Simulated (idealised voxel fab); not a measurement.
Herein follows the process module entitled voxel capacitor over wiring.
Each square cell in cross-section cut measures 5 nm, and the section as a whole is 225 nm wide.
Each cross-section below is a grid of square cells, stated as bands in top-down order, with one or more rows of cells making up each band. Band: top and bottom heights (nm) first, top before bottom; then materials from left to right, widths in nm. "all across" marks a sole material filling the band edge to edge. "blank" denotes empty space. Height 0 is the level under which the wafer as received is all one material. The lowest band goes on downwards, as in "z 0 and below". Think of "30->40" as a width that walks from the first number to the second as you go down the band, top row to bottom row, taking equal-sized steps from row to row. Where a step carries "no modifications", the cross-section came out of it unchanged, cell for cell. "Enclosed void catalog" lists enclosed empty spaces (at least 8 cells, no open path upward to the top), each as width x height at distance from the left edge, in nm. That trailing text on a step's line, after the settings, is the simulator's own remark on the step. The "overlay nm" setting may appear on a step's line; for a step that uses a mask, it gives how far to the right of its planned position the mask lay, and a negative value indicates the left.

[Set out below are the planned steps of the process]
1) RECEIVE, material Si
2) CONFORMAL_DEP, material SiO2, thk nm 10
3) DIRECTIONAL_DEP, material TiN, thk nm 5
4) DIRECTIONAL_DEP, material Ru, thk nm 20
5) PATTERN, tone cover, mask id METAL_1, material resist, width nm 25, pitch nm 85, thk nm 15, overlay nm 0
6) DIRECTIONAL_ETCH, etch materials Ru, depth nm 20
7) DIRECTIONAL_ETCH, etch materials TiN, depth nm 5
8) STRIP, etch materials resist
9) CONFORMAL_DEP, material SiN, thk nm 5
10) FILL_DEP, material SiO2, thk nm 5
11) CMP, height nm 35
12) CONFORMAL_DEP, material SiCN, thk nm 5
13) DIRECTIONAL_DEP, material lowk, thk nm 20
14) DIRECTIONAL_DEP, material aC, thk nm 15
15) PATTERN, tone open, mask id PLUG_1, material resist, width nm 15, thk nm 30, overlay nm 0
16) DIRECTIONAL_ETCH, etch materials aC, depth nm 15
17) STRIP, etch materials resist
18) DIRECTIONAL_ETCH, etch materials lowk, depth nm 20
19) DIRECTIONAL_ETCH, etch materials SiCN, depth nm 5
20) STRIP, etch materials aC
21) CONFORMAL_DEP, material TiN, thk nm 5
22) FILL_DEP, material W, thk nm 5
23) CMP, height nm 60
24) DIRECTIONAL_DEP, material TiN, thk nm 10
25) DIRECTIONAL_DEP, material SiN, thk nm 5
26) DIRECTIONAL_DEP, material TiN, thk nm 10
27) MASKED_ETCH, tone cover, mask id UPPER_PLATE, width nm 65, etch materials TiN, depth nm 10, overlay nm 0
28) MASKED_ETCH, tone cover, mask id UPPER_PLATE, width nm 65, etch materials SiN, depth nm 5, overlay nm 0
29) DIRECTIONAL_DEP, material aC, thk nm 15
30) PATTERN, tone cover, mask id LOWER_PLATE, material resist, width nm 75, thk nm 30, overlay nm 0
31) DIRECTIONAL_ETCH, etch materials aC, depth nm 15
32) STRIP, etch materials resist
33) DIRECTIONAL_ETCH, etch materials TiN, depth nm 10
34) STRIP, etch materials aC
35) FILL_DEP, material SiO2, thk nm 15
36) CMP, height nm 95
37) PATTERN, tone open, mask id PLUG_2, material resist, width nm 15, thk nm 15, overlay nm 0
38) DIRECTIONAL_ETCH, etch materials SiO2, depth nm 10
39) STRIP, etch materials resist
40) CONFORMAL_DEP, material TiN, thk nm 5
41) FILL_DEP, material Cu, thk nm 10
42) CMP, height nm 95
43) CONFORMAL_DEP, material SiCN, thk nm 5

[Wafer cross-section on receipt, i.e. after step 1]
> z 0 and below  Si all across
> Enclosed void catalog: none

[The first of two wafers, cross-sectioned at the end of the module, with the run proceeding as planned]
> z 100 to 95  SiCN all across
> z 95 to 90  SiO2 (75)  TiN (5)  Cu (5)  TiN (5)  SiO2 (135)
> z 90 to 85  SiO2 (75)  TiN (15)  SiO2 (135)
> z 85 to 75  SiO2 (65)  TiN (65)  SiO2 (95)
> z 75 to 70  SiO2 (65)  SiN (65)  SiO2 (95)
> z 70 to 60  SiO2 (60)  TiN (75)  SiO2 (90)
> z 60 to 40  lowk (65)  TiN (5)  W (5)  TiN (5)  lowk (145)
> z 40 to 35  SiCN (65)  TiN (15)  SiCN (145)
> z 35 to 15  SiO2 (50)  SiN (5)  Ru (25)  SiN (5)  SiO2 (50)  SiN (5)  Ru (25)  SiN (5)  SiO2 (55)
> z 15 to 10  SiN (55)  TiN (25)  SiN (60)  TiN (25)  SiN (60)
> z 10 to 0  SiO2 all across
> z 0 and below  Si all across
> Enclosed void catalog: none

[Cross-section at end of module for the second wafer of two, which matched the first in starting point and plan and differed by one mistake in its processing]
> z 100 to 95  SiCN all across
> z 95 to 90  SiO2 (75)  TiN (5)  Cu (5)  TiN (5)  SiO2 (135)
> z 90 to 85  SiO2 (75)  TiN (15)  SiO2 (135)
> z 85 to 75  SiO2 (65)  TiN (65)  SiO2 (95)
> z 75 to 70  SiO2 (65)  SiN (65)  SiO2 (95)
> z 70 to 60  SiO2 (60)  TiN (75)  SiO2 (90)
> z 60 to 40  lowk (65)  TiN (5)  W (5)  TiN (5)  lowk (145)
> z 40 to 35  SiCN (65)  TiN (15)  SiCN (145)
> z 35 to 15  Ru (55)  SiN (5)  SiO2 (15)  SiN (5)  Ru (60)  SiN (5)  SiO2 (15)  SiN (5)  Ru (60)
> z 15 to 10  TiN (55)  SiN (25)  TiN (60)  SiN (25)  TiN (60)
> z 10 to 0  SiO2 all across
> z 0 and below  Si all across
> Enclosed void catalog: none
Finding, execution versus plan: for step 5, the planned setting was not used; the step was instead run as PATTERN, tone open, mask id METAL_1, material resist, width nm 25, pitch nm 85, thk nm 15, overlay nm 0
Materials where the second wafer ends with more or fewer cells than the first: Ru +100, SiN -25, SiO2 -100, TiN +25
